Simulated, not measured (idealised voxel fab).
process module | voxel gate over fins
cross-section cut | 145 nm wide | cells 5 nm
A cross-section is a grid of square cells, given in bands from the top down. A band is one or more rows of cells.
Each band's line starts with the height of the band's top and of its bottom, in nm. Then come its materials from left to right, each with its width in nm. One material with "throughout" fills the band from edge to edge. "air" is empty space.
Height 0 is the level under which the wafer as received is all one material. The lowest band goes on downwards, as in "0 down".
A width such as "30 to 40" changes by the same amount from each row of cells to the next, from the band's top row to its bottom row.
"no change" after a step means that no cell of the cross-section changed.
closed voids: empty space of 8 cells or more with no open way to the top, each as width x height at its distance from the left edge, in nm
after a step's settings: what the simulator itself notes on the step
overlay nm, on a step with a mask: how far to the right of its planned place the mask lay; to the left if negative
Each pair below shows a cross-section before one step and the cross-section after it, down to the lowest band that changed. The line under each pair gives the step between them, with its settings. The pairs can come from different runs of this module on the same starting wafer, so a pair continues from the pair above only where its "before" says so.
before
  0 down: Si throughout
  closed voids: none
after
  10 to 0: SiN throughout
  below 0: unchanged
  closed voids: none
the step between: op CONFORMAL_DEP | material SiN | thk nm 10
before: the cross-section after the pair above
after
  25 to 10: air 45 | resist 15 | air 20 | resist 15 | air 50
  below 10: unchanged
  closed voids: none
the step between: op PATTERN | tone cover | mask id FINS | material resist | width nm 15 | pitch nm 35 | thk nm 15 | overlay nm 0
before: the cross-section after the pair above
after
  25 to 10: air 45 | resist 15 | air 20 | resist 15 | air 50
  10 to 0: air 45 | SiN 15 | air 20 | SiN 15 | air 50
  below 0: unchanged
  closed voids: none
the step between: op DIRECTIONAL_ETCH | etch materials SiN | depth nm 10
before: the cross-section after the pair above
after
  25 to 10: air 45 | resist 15 | air 20 | resist 15 | air 50
  10 to 0: air 45 | SiN 15 | air 20 | SiN 15 | air 50
  0 to -40: air 45 | Si 15 | air 20 | Si 15 | air 50
  below -40: unchanged
  closed voids: none
the step between: op DIRECTIONAL_ETCH | etch materials Si | depth nm 40
before: the cross-section after the pair above
after
  10 to 0: air 45 | SiN 15 | air 20 | SiN 15 | air 50
  below 0: unchanged
  closed voids: none
the step between: op STRIP | etch materials resist
before: the cross-section after the pair above
after
  15 to 10: SiO2 throughout
  10 to 0: SiO2 45 | SiN 15 | SiO2 20 | SiN 15 | SiO2 50
  0 to -40: SiO2 45 | Si 15 | SiO2 20 | Si 15 | SiO2 50
  below -40: unchanged
  closed voids: none
the step between: op FILL_DEP | material SiO2 | thk nm 5
before: the cross-section after the pair above
after
  10 to 0: SiO2 45 | SiN 15 | SiO2 20 | SiN 15 | SiO2 50
  below 0: unchanged
  closed voids: none
the step between: op CMP | height nm 10
before: the cross-section after the pair above
after
  10 to 0: air 45 | SiN 15 | air 20 | SiN 15 | air 50
  0 to -15: air 45 | Si 15 | air 20 | Si 15 | air 50
  below -15: unchanged
  closed voids: none
the step between: op SELECTIVE_ETCH | etch materials SiO2 | depth nm 25
before: the cross-section after the pair above
after
  0 to -15: air 45 | Si 15 | air 20 | Si 15 | air 50
  below -15: unchanged
  closed voids: none
the step between: op STRIP | etch materials SiN
before: the cross-section after the pair above
after
  5 to 0: air 40 | HfO2 25 | air 10 | HfO2 25 | air 45
  0 to -10: air 40 | HfO2 5 | Si 15 | HfO2 5 | air 10 | HfO2 5 | Si 15 | HfO2 5 | air 45
  -10 to -15: HfO2 45 | Si 15 | HfO2 20 | Si 15 | HfO2 50
  below -15: unchanged
  closed voids: none
the step between: op CONFORMAL_DEP | material HfO2 | thk nm 5
before: the cross-section after the pair above
after
  10 to 5: air 35 | TiN 70 | air 40
  5 to 0: air 35 | TiN 5 | HfO2 25 | TiN 10 | HfO2 25 | TiN 5 | air 40
  0 to -5: air 35 | TiN 5 | HfO2 5 | Si 15 | HfO2 5 | TiN 10 | HfO2 5 | Si 15 | HfO2 5 | TiN 5 | air 40
  -5 to -10: TiN 40 | HfO2 5 | Si 15 | HfO2 5 | TiN 10 | HfO2 5 | Si 15 | HfO2 5 | TiN 45
  below -10: unchanged
  closed voids: none
the step between: op CONFORMAL_DEP | material TiN | thk nm 5
before: the cross-section after the pair above
after
  15 to 10: air 30 | TiAl 80 | air 35
  10 to 5: air 30 | TiAl 5 | TiN 70 | TiAl 5 | air 35
  5 to 0: air 30 | TiAl 5 | TiN 5 | HfO2 25 | TiN 10 | HfO2 25 | TiN 5 | TiAl 5 | air 35
  0 to -5: TiAl 35 | TiN 5 | HfO2 5 | Si 15 | HfO2 5 | TiN 10 | HfO2 5 | Si 15 | HfO2 5 | TiN 5 | TiAl 40
  below -5: unchanged
  closed voids: none
the step between: op CONFORMAL_DEP | material TiAl | thk nm 5
before: the cross-section after the pair above
after
  20 to 15: air 25 | TiN 90 | air 30
  15 to 10: air 25 | TiN 5 | TiAl 80 | TiN 5 | air 30
  10 to 5: air 25 | TiN 5 | TiAl 5 | TiN 70 | TiAl 5 | TiN 5 | air 30
  5 to 0: TiN 30 | TiAl 5 | TiN 5 | HfO2 25 | TiN 10 | HfO2 25 | TiN 5 | TiAl 5 | TiN 35
  below 0: unchanged
  closed voids: none
the step between: op CONFORMAL_DEP | material TiN | thk nm 5
before: the cross-section after the pair above
after
  30 to 20: W throughout
  20 to 15: W 25 | TiN 90 | W 30
  15 to 10: W 25 | TiN 5 | TiAl 80 | TiN 5 | W 30
  10 to 5: W 25 | TiN 5 | TiAl 5 | TiN 70 | TiAl 5 | TiN 5 | W 30
  below 5: unchanged
  closed voids: none
the step between: op FILL_DEP | material W | thk nm 10
before: the cross-section after the pair above
after
  25 to 20: W throughout
  below 20: unchanged
  closed voids: none
the step between: op CMP | height nm 25
before: the cross-section after the pair above
after
  30 to 25: SiCN throughout
  below 25: unchanged
  closed voids: none
the step between: op CONFORMAL_DEP | material SiCN | thk nm 5
before
  10 to 5: air 35 | TiN 70 | air 40
  5 to 0: air 35 | TiN 5 | HfO2 25 | TiN 10 | HfO2 25 | TiN 5 | air 40
  0 to -5: air 35 | TiN 5 | HfO2 5 | Si 15 | HfO2 5 | TiN 10 | HfO2 5 | Si 15 | HfO2 5 | TiN 5 | air 40
  -5 to -10: TiN 40 | HfO2 5 | Si 15 | HfO2 5 | TiN 10 | HfO2 5 | Si 15 | HfO2 5 | TiN 45
  -10 to -15: HfO2 45 | Si 15 | HfO2 20 | Si 15 | HfO2 50
  -15 to -40: SiO2 45 | Si 15 | SiO2 20 | Si 15 | SiO2 50
  -40 down: Si throughout
  closed voids: none
after
  15 to 5: air 30 | TiN 80 | air 35
  5 to 0: air 30 | TiN 10 | HfO2 25 | TiN 10 | HfO2 25 | TiN 10 | air 35
  0 to -10: TiN 40 | HfO2 5 | Si 15 | HfO2 5 | TiN 10 | HfO2 5 | Si 15 | HfO2 5 | TiN 45
  below -10: unchanged
  closed voids: none
the step between: op CONFORMAL_DEP | material TiN | thk nm 5
before: the cross-section after the pair above
after
  25 to 15: W throughout
  15 to 5: W 30 | TiN 80 | W 35
  5 to 0: W 30 | TiN 10 | HfO2 25 | TiN 10 | HfO2 25 | TiN 10 | W 35
  below 0: unchanged
  closed voids: none
the step between: op FILL_DEP | material W | thk nm 10
before: the cross-section after the pair above
after
  30 to 25: SiCN throughout
  below 25: unchanged
  closed voids: none
the step between: op CONFORMAL_DEP | material SiCN | thk nm 5
before
  10 to 0: SiO2 45 | SiN 15 | SiO2 20 | SiN 15 | SiO2 50
  0 to -40: SiO2 45 | Si 15 | SiO2 20 | Si 15 | SiO2 50
  -40 down: Si throughout
  closed voids: none
after
  10 to 0: SiO2 45 | air 15 | SiO2 20 | air 15 | SiO2 50
  below 0: unchanged
  closed voids: none
the step between: op STRIP | etch materials SiN
before: the cross-section after the pair above
after
  0 to -15: air 45 | Si 15 | air 20 | Si 15 | air 50
  -15 to -25: SiO2 20 | air 25 | Si 15 | air 20 | Si 15 | air 25 | SiO2 25
  below -25: unchanged
  closed voids: none
the step between: op SELECTIVE_ETCH | etch materials SiO2 | depth nm 25
before: the cross-section after the pair above
after
  5 to 0: air 40 | HfO2 25 | air 10 | HfO2 25 | air 45
  0 to -10: air 40 | HfO2 5 | Si 15 | HfO2 5 | air 10 | HfO2 5 | Si 15 | HfO2 5 | air 45
  -10 to -15: HfO2 25 | air 15 | HfO2 5 | Si 15 | HfO2 5 | air 10 | HfO2 5 | Si 15 | HfO2 5 | air 15 | HfO2 30
  -15 to -20: SiO2 20 | HfO2 5 | air 15 | HfO2 5 | Si 15 | HfO2 5 | air 10 | HfO2 5 | Si 15 | HfO2 5 | air 15 | HfO2 5 | SiO2 25
  -20 to -25: SiO2 20 | HfO2 25 | Si 15 | HfO2 20 | Si 15 | HfO2 25 | SiO2 25
  below -25: unchanged
  closed voids: none
the step between: op CONFORMAL_DEP | material HfO2 | thk nm 5
before: the cross-section after the pair above
after
  10 to 5: air 35 | TiN 70 | air 40
  5 to 0: air 35 | TiN 5 | HfO2 25 | TiN 10 | HfO2 25 | TiN 5 | air 40
  0 to -5: air 35 | TiN 5 | HfO2 5 | Si 15 | HfO2 5 | TiN 10 | HfO2 5 | Si 15 | HfO2 5 | TiN 5 | air 40
  -5 to -10: TiN 30 | air 5 | TiN 5 | HfO2 5 | Si 15 | HfO2 5 | TiN 10 | HfO2 5 | Si 15 | HfO2 5 | TiN 5 | air 5 | TiN 35
  -10 to -15: HfO2 25 | TiN 5 | air 5 | TiN 5 | HfO2 5 | Si 15 | HfO2 5 | TiN 10 | HfO2 5 | Si 15 | HfO2 5 | TiN 5 | air 5 | TiN 5 | HfO2 30
  -15 to -20: SiO2 20 | HfO2 5 | TiN 15 | HfO2 5 | Si 15 | HfO2 5 | TiN 10 | HfO2 5 | Si 15 | HfO2 5 | TiN 15 | HfO2 5 | SiO2 25
  below -20: unchanged
  closed voids: none
the step between: op CONFORMAL_DEP | material TiN | thk nm 5
before: the cross-section after the pair above
after
  15 to 10: air 30 | TiAl 80 | air 35
  10 to 5: air 30 | TiAl 5 | TiN 70 | TiAl 5 | air 35
  5 to 0: air 30 | TiAl 5 | TiN 5 | HfO2 25 | TiN 10 | HfO2 25 | TiN 5 | TiAl 5 | air 35
  0 to -5: TiAl 35 | TiN 5 | HfO2 5 | Si 15 | HfO2 5 | TiN 10 | HfO2 5 | Si 15 | HfO2 5 | TiN 5 | TiAl 40
  -5 to -10: TiN 30 | TiAl 5 | TiN 5 | HfO2 5 | Si 15 | HfO2 5 | TiN 10 | HfO2 5 | Si 15 | HfO2 5 | TiN 5 | TiAl 5 | TiN 35
  -10 to -15: HfO2 25 | TiN 5 | TiAl 5 | TiN 5 | HfO2 5 | Si 15 | HfO2 5 | TiN 10 | HfO2 5 | Si 15 | HfO2 5 | TiN 5 | TiAl 5 | TiN 5 | HfO2 30
  below -15: unchanged
  closed voids: none
the step between: op CONFORMAL_DEP | material TiAl | thk nm 5
before: the cross-section after the pair above
after
  20 to 15: air 25 | TiN 90 | air 30
  15 to 10: air 25 | TiN 5 | TiAl 80 | TiN 5 | air 30
  10 to 5: air 25 | TiN 5 | TiAl 5 | TiN 70 | TiAl 5 | TiN 5 | air 30
  5 to 0: TiN 30 | TiAl 5 | TiN 5 | HfO2 25 | TiN 10 | HfO2 25 | TiN 5 | TiAl 5 | TiN 35
  below 0: unchanged
  closed voids: none
the step between: op CONFORMAL_DEP | material TiN | thk nm 5
before: the cross-section after the pair above
after
  30 to 20: W throughout
  20 to 15: W 25 | TiN 90 | W 30
  15 to 10: W 25 | TiN 5 | TiAl 80 | TiN 5 | W 30
  10 to 5: W 25 | TiN 5 | TiAl 5 | TiN 70 | TiAl 5 | TiN 5 | W 30
  below 5: unchanged
  closed voids: none
the step between: op FILL_DEP | material W | thk nm 10
before: the cross-section after the pair above
after
  25 to 20: W throughout
  below 20: unchanged
  closed voids: none
the step between: op CMP | height nm 25
before: the cross-section after the pair above
after
  30 to 25: SiCN throughout
  below 25: unchanged
  closed voids: none
the step between: op CONFORMAL_DEP | material SiCN | thk nm 5
before
  30 to 20: W throughout
  20 to 15: W 25 | TiN 90 | W 30
  15 to 10: W 25 | TiN 5 | TiAl 80 | TiN 5 | W 30
  10 to 5: W 25 | TiN 5 | TiAl 5 | TiN 70 | TiAl 5 | TiN 5 | W 30
  5 to 0: TiN 30 | TiAl 5 | TiN 5 | HfO2 25 | TiN 10 | HfO2 25 | TiN 5 | TiAl 5 | TiN 35
  0 to -5: TiAl 35 | TiN 5 | HfO2 5 | Si 15 | HfO2 5 | TiN 10 | HfO2 5 | Si 15 | HfO2 5 | TiN 5 | TiAl 40
  -5 to -10: TiN 40 | HfO2 5 | Si 15 | HfO2 5 | TiN 10 | HfO2 5 | Si 15 | HfO2 5 | TiN 45
  -10 to -15: HfO2 45 | Si 15 | HfO2 20 | Si 15 | HfO2 50
  -15 to -40: SiO2 45 | Si 15 | SiO2 20 | Si 15 | SiO2 50
  -40 down: Si throughout
  closed voids: none
after
  15 to 10: W 25 | TiN 5 | TiAl 80 | TiN 5 | W 30
  below 10: unchanged
  closed voids: none
the step between: op CMP | height nm 15
before: the cross-section after the pair above
after
  20 to 15: SiCN throughout
  below 15: unchanged
  closed voids: none
the step between: op CONFORMAL_DEP | material SiCN | thk nm 5
before
  10 to 0: SiN throughout
  0 down: Si throughout
  closed voids: none
after
  25 to 10: air 45 | resist 20 | air 15 | resist 20 | air 45
  below 10: unchanged
  closed voids: none
the step between: op PATTERN | tone cover | mask id FINS | material resist | width nm 20 | pitch nm 35 | thk nm 15 | overlay nm 0
before: the cross-section after the pair above
after
  25 to 10: air 45 | resist 20 | air 15 | resist 20 | air 45
  10 to 0: air 45 | SiN 20 | air 15 | SiN 20 | air 45
  below 0: unchanged
  closed voids: none
the step between: op DIRECTIONAL_ETCH | etch materials SiN | depth nm 10
before: the cross-section after the pair above
after
  25 to 10: air 45 | resist 20 | air 15 | resist 20 | air 45
  10 to 0: air 45 | SiN 20 | air 15 | SiN 20 | air 45
  0 to -40: air 45 | Si 20 | air 15 | Si 20 | air 45
  below -40: unchanged
  closed voids: none
the step between: op DIRECTIONAL_ETCH | etch materials Si | depth nm 40
before: the cross-section after the pair above
after
  10 to 0: air 45 | SiN 20 | air 15 | SiN 20 | air 45
  below 0: unchanged
  closed voids: none
the step between: op STRIP | etch materials resist
before: the cross-section after the pair above
after
  15 to 10: SiO2 throughout
  10 to 0: SiO2 45 | SiN 20 | SiO2 15 | SiN 20 | SiO2 45
  0 to -40: SiO2 45 | Si 20 | SiO2 15 | Si 20 | SiO2 45
  below -40: unchanged
  closed voids: none
the step between: op FILL_DEP | material SiO2 | thk nm 5
before: the cross-section after the pair above
after
  10 to 0: SiO2 45 | SiN 20 | SiO2 15 | SiN 20 | SiO2 45
  below 0: unchanged
  closed voids: none
the step between: op CMP | height nm 10
before: the cross-section after the pair above
after
  10 to 0: air 45 | SiN 20 | air 15 | SiN 20 | air 45
  0 to -15: air 45 | Si 20 | air 15 | Si 20 | air 45
  below -15: unchanged
  closed voids: none
the step between: op SELECTIVE_ETCH | etch materials SiO2 | depth nm 25
before: the cross-section after the pair above
after
  0 to -15: air 45 | Si 20 | air 15 | Si 20 | air 45
  below -15: unchanged
  closed voids: none
the step between: op STRIP | etch materials SiN
before: the cross-section after the pair above
after
  5 to 0: air 40 | HfO2 30 | air 5 | HfO2 30 | air 40
  0 to -10: air 40 | HfO2 5 | Si 20 | HfO2 5 | air 5 | HfO2 5 | Si 20 | HfO2 5 | air 40
  -10 to -15: HfO2 45 | Si 20 | HfO2 15 | Si 20 | HfO2 45
  below -15: unchanged
  closed voids: none
the step between: op CONFORMAL_DEP | material HfO2 | thk nm 5
before: the cross-section after the pair above
after
  10 to 5: air 35 | TiN 75 | air 35
  5 to 0: air 35 | TiN 5 | HfO2 30 | TiN 5 | HfO2 30 | TiN 5 | air 35
  0 to -5: air 35 | TiN 5 | HfO2 5 | Si 20 | HfO2 5 | TiN 5 | HfO2 5 | Si 20 | HfO2 5 | TiN 5 | air 35
  -5 to -10: TiN 40 | HfO2 5 | Si 20 | HfO2 5 | TiN 5 | HfO2 5 | Si 20 | HfO2 5 | TiN 40
  below -10: unchanged
  closed voids: none
the step between: op CONFORMAL_DEP | material TiN | thk nm 5
before: the cross-section after the pair above
after
  15 to 10: air 30 | TiAl 85 | air 30
  10 to 5: air 30 | TiAl 5 | TiN 75 | TiAl 5 | air 30
  5 to 0: air 30 | TiAl 5 | TiN 5 | HfO2 30 | TiN 5 | HfO2 30 | TiN 5 | TiAl 5 | air 30
  0 to -5: TiAl 35 | TiN 5 | HfO2 5 | Si 20 | HfO2 5 | TiN 5 | HfO2 5 | Si 20 | HfO2 5 | TiN 5 | TiAl 35
  below -5: unchanged
  closed voids: none
the step between: op CONFORMAL_DEP | material TiAl | thk nm 5
before: the cross-section after the pair above
after
  20 to 15: air 25 | TiN 95 | air 25
  15 to 10: air 25 | TiN 5 | TiAl 85 | TiN 5 | air 25
  10 to 5: air 25 | TiN 5 | TiAl 5 | TiN 75 | TiAl 5 | TiN 5 | air 25
  5 to 0: TiN 30 | TiAl 5 | TiN 5 | HfO2 30 | TiN 5 | HfO2 30 | TiN 5 | TiAl 5 | TiN 30
  below 0: unchanged
  closed voids: none
the step between: op CONFORMAL_DEP | material TiN | thk nm 5
before: the cross-section after the pair above
after
  30 to 20: W throughout
  20 to 15: W 25 | TiN 95 | W 25
  15 to 10: W 25 | TiN 5 | TiAl 85 | TiN 5 | W 25
  10 to 5: W 25 | TiN 5 | TiAl 5 | TiN 75 | TiAl 5 | TiN 5 | W 25
  below 5: unchanged
  closed voids: none
the step between: op FILL_DEP | material W | thk nm 10
before: the cross-section after the pair above
after
  25 to 20: W throughout
  below 20: unchanged
  closed voids: none
the step between: op CMP | height nm 25
before: the cross-section after the pair above
after
  30 to 25: SiCN throughout
  below 25: unchanged
  closed voids: none
the step between: op CONFORMAL_DEP | material SiCN | thk nm 5
before
  10 to 0: SiN throughout
  0 down: Si throughout
  closed voids: none
after
  25 to 10: air 55 | resist 15 | air 20 | resist 15 | air 40
  below 10: unchanged
  closed voids: none
the step between: op PATTERN | tone cover | mask id FINS | material resist | width nm 15 | pitch nm 35 | thk nm 15 | overlay nm 10
before: the cross-section after the pair above
after
  25 to 10: air 55 | resist 15 | air 20 | resist 15 | air 40
  10 to 0: air 55 | SiN 15 | air 20 | SiN 15 | air 40
  below 0: unchanged
  closed voids: none
the step between: op DIRECTIONAL_ETCH | etch materials SiN | depth nm 10
before: the cross-section after the pair above
after
  25 to 10: air 55 | resist 15 | air 20 | resist 15 | air 40
  10 to 0: air 55 | SiN 15 | air 20 | SiN 15 | air 40
  0 to -40: air 55 | Si 15 | air 20 | Si 15 | air 40
  below -40: unchanged
  closed voids: none
the step between: op DIRECTIONAL_ETCH | etch materials Si | depth nm 40
before: the cross-section after the pair above
after
  10 to 0: air 55 | SiN 15 | air 20 | SiN 15 | air 40
  below 0: unchanged
  closed voids: none
the step between: op STRIP | etch materials resist
before: the cross-section after the pair above
after
  15 to 10: SiO2 throughout
  10 to 0: SiO2 55 | SiN 15 | SiO2 20 | SiN 15 | SiO2 40
  0 to -40: SiO2 55 | Si 15 | SiO2 20 | Si 15 | SiO2 40
  below -40: unchanged
  closed voids: none
the step between: op FILL_DEP | material SiO2 | thk nm 5
before: the cross-section after the pair above
after
  10 to 0: SiO2 55 | SiN 15 | SiO2 20 | SiN 15 | SiO2 40
  below 0: unchanged
  closed voids: none
the step between: op CMP | height nm 10
before: the cross-section after the pair above
after
  10 to 0: air 55 | SiN 15 | air 20 | SiN 15 | air 40
  0 to -15: air 55 | Si 15 | air 20 | Si 15 | air 40
  below -15: unchanged
  closed voids: none
the step between: op SELECTIVE_ETCH | etch materials SiO2 | depth nm 25
before: the cross-section after the pair above
after
  0 to -15: air 55 | Si 15 | air 20 | Si 15 | air 40
  below -15: unchanged
  closed voids: none
the step between: op STRIP | etch materials SiN
before: the cross-section after the pair above
after
  5 to 0: air 50 | HfO2 25 | air 10 | HfO2 25 | air 35
  0 to -10: air 50 | HfO2 5 | Si 15 | HfO2 5 | air 10 | HfO2 5 | Si 15 | HfO2 5 | air 35
  -10 to -15: HfO2 55 | Si 15 | HfO2 20 | Si 15 | HfO2 40
  below -15: unchanged
  closed voids: none
the step between: op CONFORMAL_DEP | material HfO2 | thk nm 5
before: the cross-section after the pair above
after
  10 to 5: air 45 | TiN 70 | air 30
  5 to 0: air 45 | TiN 5 | HfO2 25 | TiN 10 | HfO2 25 | TiN 5 | air 30
  0 to -5: air 45 | TiN 5 | HfO2 5 | Si 15 | HfO2 5 | TiN 10 | HfO2 5 | Si 15 | HfO2 5 | TiN 5 | air 30
  -5 to -10: TiN 50 | HfO2 5 | Si 15 | HfO2 5 | TiN 10 | HfO2 5 | Si 15 | HfO2 5 | TiN 35
  below -10: unchanged
  closed voids: none
the step between: op CONFORMAL_DEP | material TiN | thk nm 5
before: the cross-section after the pair above
after
  15 to 10: air 40 | TiAl 80 | air 25
  10 to 5: air 40 | TiAl 5 | TiN 70 | TiAl 5 | air 25
  5 to 0: air 40 | TiAl 5 | TiN 5 | HfO2 25 | TiN 10 | HfO2 25 | TiN 5 | TiAl 5 | air 25
  0 to -5: TiAl 45 | TiN 5 | HfO2 5 | Si 15 | HfO2 5 | TiN 10 | HfO2 5 | Si 15 | HfO2 5 | TiN 5 | TiAl 30
  below -5: unchanged
  closed voids: none
the step between: op CONFORMAL_DEP | material TiAl | thk nm 5
before: the cross-section after the pair above
after
  20 to 15: air 35 | TiN 90 | air 20
  15 to 10: air 35 | TiN 5 | TiAl 80 | TiN 5 | air 20
  10 to 5: air 35 | TiN 5 | TiAl 5 | TiN 70 | TiAl 5 | TiN 5 | air 20
  5 to 0: TiN 40 | TiAl 5 | TiN 5 | HfO2 25 | TiN 10 | HfO2 25 | TiN 5 | TiAl 5 | TiN 25
  below 0: unchanged
  closed voids: none
the step between: op CONFORMAL_DEP | material TiN | thk nm 5
before: the cross-section after the pair above
after
  30 to 20: W throughout
  20 to 15: W 35 | TiN 90 | W 20
  15 to 10: W 35 | TiN 5 | TiAl 80 | TiN 5 | W 20
  10 to 5: W 35 | TiN 5 | TiAl 5 | TiN 70 | TiAl 5 | TiN 5 | W 20
  below 5: unchanged
  closed voids: none
the step between: op FILL_DEP | material W | thk nm 10
before: the cross-section after the pair above
after
  25 to 20: W throughout
  below 20: unchanged
  closed voids: none
the step between: op CMP | height nm 25
before: the cross-section after the pair above
after
  30 to 25: SiCN throughout
  below 25: unchanged
  closed voids: none
the step between: op CONFORMAL_DEP | material SiCN | thk nm 5
before
  0 down: Si throughout
  closed voids: none
after
  10 to 0: TiAl throughout
  below 0: unchanged
  closed voids: none
the step between: op CONFORMAL_DEP | material TiAl | thk nm 10
before: the cross-section after the pair above
after
  25 to 10: air 45 | resist 15 | air 20 | resist 15 | air 50
  below 10: unchanged
  closed voids: none
the step between: op PATTERN | tone cover | mask id FINS | material resist | width nm 15 | pitch nm 35 | thk nm 15 | overlay nm 0
before: the cross-section after the pair above
after
  10 to 0: TiAl throughout
  below 0: unchanged
  closed voids: none
the step between: op STRIP | etch materials resist
before: the cross-section after the pair above
after
  15 to 10: SiO2 throughout
  below 10: unchanged
  closed voids: none
the step between: op FILL_DEP | material SiO2 | thk nm 5
before: the cross-section after the pair above
after
  10 to 0: TiAl throughout
  below 0: unchanged
  closed voids: none
the step between: op CMP | height nm 10
before: the cross-section after the pair above
after
  15 to 10: HfO2 throughout
  below 10: unchanged
  closed voids: none
the step between: op CONFORMAL_DEP | material HfO2 | thk nm 5
before: the cross-section after the pair above
after
  20 to 15: TiN throughout
  below 15: unchanged
  closed voids: none
the step between: op CONFORMAL_DEP | material TiN | thk nm 5
before: the cross-section after the pair above
after
  25 to 20: TiAl throughout
  below 20: unchanged
  closed voids: none
the step between: op CONFORMAL_DEP | material TiAl | thk nm 5
before: the cross-section after the pair above
after
  30 to 25: TiN throughout
  below 25: unchanged
  closed voids: none
the step between: op CONFORMAL_DEP | material TiN | thk nm 5
before: the cross-section after the pair above
after
  40 to 30: W throughout
  below 30: unchanged
  closed voids: none
the step between: op FILL_DEP | material W | thk nm 10
before: the cross-section after the pair above
after
  25 to 20: TiAl throughout
  below 20: unchanged
  closed voids: none
the step between: op CMP | height nm 25
before: the cross-section after the pair above
after
  30 to 25: SiCN throughout
  below 25: unchanged
  closed voids: none
the step between: op CONFORMAL_DEP | material SiCN | thk nm 5
before
  10 to 0: SiN throughout
  0 down: Si throughout
  closed voids: none
after
  25 to 10: resist 45 | air 15 | resist 20 | air 15 | resist 50
  below 10: unchanged
  closed voids: none
the step between: op PATTERN | tone open | mask id FINS | material resist | width nm 15 | pitch nm 35 | thk nm 15 | overlay nm 0
before: the cross-section after the pair above
after
  25 to 10: resist 45 | air 15 | resist 20 | air 15 | resist 50
  10 to 0: SiN 45 | air 15 | SiN 20 | air 15 | SiN 50
  below 0: unchanged
  closed voids: none
the step between: op DIRECTIONAL_ETCH | etch materials SiN | depth nm 10
before: the cross-section after the pair above
after
  25 to 10: resist 45 | air 15 | resist 20 | air 15 | resist 50
  10 to 0: SiN 45 | air 15 | SiN 20 | air 15 | SiN 50
  0 to -40: Si 45 | air 15 | Si 20 | air 15 | Si 50
  below -40: unchanged
  closed voids: none
the step between: op DIRECTIONAL_ETCH | etch materials Si | depth nm 40
before: the cross-section after the pair above
after
  10 to 0: SiN 45 | air 15 | SiN 20 | air 15 | SiN 50
  below 0: unchanged
  closed voids: none
the step between: op STRIP | etch materials resist
before: the cross-section after the pair above
after
  15 to 10: SiO2 throughout
  10 to 0: SiN 45 | SiO2 15 | SiN 20 | SiO2 15 | SiN 50
  0 to -40: Si 45 | SiO2 15 | Si 20 | SiO2 15 | Si 50
  below -40: unchanged
  closed voids: none
the step between: op FILL_DEP | material SiO2 | thk nm 5
before: the cross-section after the pair above
after
  10 to 0: SiN 45 | SiO2 15 | SiN 20 | SiO2 15 | SiN 50
  below 0: unchanged
  closed voids: none
the step between: op CMP | height nm 10
before: the cross-section after the pair above
after
  10 to 0: SiN 45 | air 15 | SiN 20 | air 15 | SiN 50
  0 to -15: Si 45 | air 15 | Si 20 | air 15 | Si 50
  below -15: unchanged
  closed voids: none
the step between: op SELECTIVE_ETCH | etch materials SiO2 | depth nm 25
before: the cross-section after the pair above
after
  0 to -15: Si 45 | air 15 | Si 20 | air 15 | Si 50
  below -15: unchanged
  closed voids: none
the step between: op STRIP | etch materials SiN
before: the cross-section after the pair above
after
  5 to 0: HfO2 50 | air 5 | HfO2 30 | air 5 | HfO2 55
  0 to -10: Si 45 | HfO2 5 | air 5 | HfO2 5 | Si 20 | HfO2 5 | air 5 | HfO2 5 | Si 50
  -10 to -15: Si 45 | HfO2 15 | Si 20 | HfO2 15 | Si 50
  below -15: unchanged
  closed voids: none
the step between: op CONFORMAL_DEP | material HfO2 | thk nm 5
before: the cross-section after the pair above
after
  10 to 5: TiN throughout
  5 to 0: HfO2 50 | TiN 5 | HfO2 30 | TiN 5 | HfO2 55
  0 to -10: Si 45 | HfO2 5 | TiN 5 | HfO2 5 | Si 20 | HfO2 5 | TiN 5 | HfO2 5 | Si 50
  below -10: unchanged
  closed voids: none
the step between: op CONFORMAL_DEP | material TiN | thk nm 5
before: the cross-section after the pair above
after
  15 to 10: TiAl throughout
  below 10: unchanged
  closed voids: none
the step between: op CONFORMAL_DEP | material TiAl | thk nm 5
before: the cross-section after the pair above
after
  20 to 15: TiN throughout
  below 15: unchanged
  closed voids: none
the step between: op CONFORMAL_DEP | material TiN | thk nm 5
before: the cross-section after the pair above
after
  30 to 20: W throughout
  below 20: unchanged
  closed voids: none
the step between: op FILL_DEP | material W | thk nm 10
before: the cross-section after the pair above
after
  25 to 20: W throughout
  below 20: unchanged
  closed voids: none
the step between: op CMP | height nm 25
before: the cross-section after the pair above
after
  30 to 25: SiCN throughout
  below 25: unchanged
  closed voids: none
the step between: op CONFORMAL_DEP | material SiCN | thk nm 5
